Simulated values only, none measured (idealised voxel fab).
The process module presented herein is designated voxel gate over fins.
Square cell edge 5 nm, section width 225 nm, ID cut.
This document writes a cross-section as a grid whose cells are square, and gives it as bands, listed from the top down; one or more rows of cells form a band.
Look at the band entry: it leads with the top's height and the bottom's height in nm. Then it lists the materials left to right, with a width in nm for each. The word "full width" on a single material says that material fills the band edge to edge. The word "blank" is empty space.
Below 0: as-received wafer, all one material; heights counted from there. Lowest band: no bottom, goes on down, written "0 and below".
Quick explanation for "30 to 40": the width changes in equal steps down the rows of cells, from the first number in the band's top row to the second number in its bottom row.
A step reported as "left unchanged" is a step in which no cell of the cross-section changed.
Heads up: "Enclosed cavity list" only lists the empty pockets with no open path to the top that are 8 cells or more, and it writes them as width x height at distance, distance from the left edge, in nm.
On each step's line, the part that comes after the settings is the simulator's own comment on the step.
On any step carrying a mask, the "overlay nm" setting, if present on the step's line, tells how far right of its planned place the mask lay; negative values point to the left.
# This section lists the process steps that were planned
1,RECEIVE,material Si
2,CONFORMAL_DEP,material SiN,thk nm 10
3,PATTERN,tone cover,mask id FINS,material resist,width nm 15,pitch nm 45,thk nm 15,overlay nm 0
4,DIRECTIONAL_ETCH,etch materials SiN,depth nm 10
5,DIRECTIONAL_ETCH,etch materials Si,depth nm 30
6,STRIP,etch materials resist
7,OXIDIZE,depth nm 5
8,FILL_DEP,material SiO2,thk nm 5
9,CMP,height nm 0
10,SELECTIVE_ETCH,etch materials SiO2,depth nm 25
11,STRIP,etch materials SiN
12,CONFORMAL_DEP,material HfO2,thk nm 5
13,CONFORMAL_DEP,material TiN,thk nm 5
14,CONFORMAL_DEP,material TiAl,thk nm 5
15,CONFORMAL_DEP,material TiN,thk nm 5
16,FILL_DEP,material W,thk nm 10
17,CMP,height nm 25
18,CONFORMAL_DEP,material SiCN,thk nm 5
The wafers in this document start out alike and differ in the height nm applied at step 9; the plan shows the value used for the first wafer.
# Step 1 complete: as-received cross-section of the first of several wafers
* 0 and below | Si full width
* Enclosed cavity list: none
# Cross-sectional representation of the first of several wafers at the end of the module, i.e. after its terminal step, step 18
* 30 down to 25 | SiCN full width
* 25 down to 20 | W full width
* 20 down to 15 | 65 W, then 90 TiN, then 70 W
* 15 down to 10 | 65 W, then 5 TiN, then 35 TiAl, then 10 TiN, then 35 TiAl, then 5 TiN, then 70 W
* 10 down to 5 | 65 W, then 5 TiN, then 5 TiAl, then 25 TiN, then 5 TiAl, then 10 TiN, then 5 TiAl, then 25 TiN, then 5 TiAl, then 5 TiN, then 70 W
* 5 down to 0 | 65 W, then 5 TiN, then 5 TiAl, then 5 TiN, then 15 HfO2, then 5 TiN, then 5 TiAl, then 10 TiN, then 5 TiAl, then 5 TiN, then 15 HfO2, then 5 TiN, then 5 TiAl, then 5 TiN, then 70 W
* 0 down to -5 | 65 W, then 5 TiN, then 5 TiAl, then 5 TiN, then 5 HfO2, then 5 Si, then 5 HfO2, then 5 TiN, then 5 TiAl, then 10 TiN, then 5 TiAl, then 5 TiN, then 5 HfO2, then 5 Si, then 5 HfO2, then 5 TiN, then 5 TiAl, then 5 TiN, then 70 W
* -5 down to -10 | 70 TiN, then 5 TiAl, then 5 TiN, then 5 HfO2, then 5 Si, then 5 HfO2, then 5 TiN, then 5 TiAl, then 10 TiN, then 5 TiAl, then 5 TiN, then 5 HfO2, then 5 Si, then 5 HfO2, then 5 TiN, then 5 TiAl, then 75 TiN
* -10 down to -15 | 75 TiAl, then 5 TiN, then 5 HfO2, then 5 Si, then 5 HfO2, then 5 TiN, then 20 TiAl, then 5 TiN, then 5 HfO2, then 5 Si, then 5 HfO2, then 5 TiN, then 80 TiAl
* -15 down to -20 | 80 TiN, then 5 HfO2, then 5 Si, then 5 HfO2, then 30 TiN, then 5 HfO2, then 5 Si, then 5 HfO2, then 85 TiN
* -20 down to -25 | 85 HfO2, then 5 Si, then 40 HfO2, then 5 Si, then 90 HfO2
* -25 down to -35 | 85 SiO2, then 5 Si, then 40 SiO2, then 5 Si, then 90 SiO2
* -35 and below | Si full width
* Enclosed cavity list: none
# Cross-sectional view, end of module, last wafer of several
* 30 down to 25 | SiCN full width
* 25 down to 20 | W full width
* 20 down to 15 | 65 W, then 90 TiN, then 70 W
* 15 down to 10 | 65 W, then 5 TiN, then 35 TiAl, then 10 TiN, then 35 TiAl, then 5 TiN, then 70 W
* 10 down to 5 | 70 TiN, then 5 TiAl, then 25 TiN, then 5 TiAl, then 10 TiN, then 5 TiAl, then 25 TiN, then 5 TiAl, then 75 TiN
* 5 down to 0 | 75 TiAl, then 5 TiN, then 15 HfO2, then 5 TiN, then 20 TiAl, then 5 TiN, then 15 HfO2, then 5 TiN, then 80 TiAl
* 0 down to -5 | 80 TiN, then 5 HfO2, then 5 Si, then 5 HfO2, then 30 TiN, then 5 HfO2, then 5 Si, then 5 HfO2, then 85 TiN
* -5 down to -10 | 85 HfO2, then 5 Si, then 40 HfO2, then 5 Si, then 90 HfO2
* -10 down to -35 | 85 SiO2, then 5 Si, then 40 SiO2, then 5 Si, then 90 SiO2
* -35 and below | Si full width
* Enclosed cavity list: none
# Basically each wafer gets a line in the table, showing it at the end of the module: material by material, the cells it gained (+) or lost (-) since we got it, then its closed voids
height nm 0 | +65 HfO2 | -301 Si | +45 SiCN | +86 SiO2 | +65 TiAl | +130 TiN | +180 W | Enclosed cavity list: none
height nm 5 | +61 HfO2 | -301 Si | +45 SiCN | +129 SiO2 | +61 TiAl | +122 TiN | +153 W | Enclosed cavity list: none
height nm 10 | +57 HfO2 | -301 Si | +45 SiCN | +172 SiO2 | +57 TiAl | +114 TiN | +126 W | Enclosed cavity list: none
height nm 15 | +53 HfO2 | -301 Si | +45 SiCN | +215 SiO2 | +53 TiAl | +106 TiN | +99 W | Enclosed cavity list: none
